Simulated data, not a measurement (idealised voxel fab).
voxel lift off: a process module
Section cut is 300 nm wide and gridded with 5 nm square cells.
We lay out every cross-section as a grid of square cells and spell it out in bands from the top down, where one band means one or more rows of cells. Each band's line starts with the height of the band's top and of its bottom, in nm. Then come its materials from left to right, each with its width in nm. One material with "everywhere" fills the band from edge to edge. "empty" is empty space. Heights are reckoned from 0. Under this level, the received wafer is all of one material. The bottommost band is open-ended downward, for example "from 0 down". Width "30 to 40": first value at the band's top row of cells, second value at its bottom row, equal change from row to row. "left unchanged" means the step left every cell of the cross-section as it was. This entry, "Closed void inventory", enumerates those empty regions of no fewer than 8 cells that possess no open connection to the top. Each region is reported in the form width x height at distance, the distance being taken from the left edge, with all three quantities expressed in nm. The remark found on a step's line after its settings is issued by the simulator itself and pertains to that step. "overlay nm" answers the question of how far to the right of plan the mask lay on a step that has a mask, and when it is negative the answer is to the left.
-- Listed below are the process steps as planned
1) RECEIVE,material Si
2) CONFORMAL_DEP,material SiN,thk nm 5
3) PATTERN,tone open,mask id LINES,material resist,width nm 25,pitch nm 45,thk nm 15,overlay nm 0
4) DIRECTIONAL_DEP,material Ru,thk nm 5
5) STRIP,etch materials resist
6) CONFORMAL_DEP,material SiCN,thk nm 5
What sets these wafers apart? The thk nm at step 2. They all start alike, and the plan carries the first wafer's value.
-- Cross-section: the first of several wafers in its as-received state, i.e. following step 1
* from 0 down  Si everywhere
* Closed void inventory: none
-- Per wafer, end of module: cells gained (+) or lost (-) per material since receipt, then closed voids
thk nm 5 | +20 Ru | +68 SiCN | +60 SiN | Closed void inventory: none
thk nm 10 | +20 Ru | +68 SiCN | +120 SiN | Closed void inventory: none
thk nm 15 | +20 Ru | +68 SiCN | +180 SiN | Closed void inventory: none
thk nm 20 | +20 Ru | +68 SiCN | +240 SiN | Closed void inventory: none
thk nm 25 | +20 Ru | +68 SiCN | +300 SiN | Closed void inventory: none
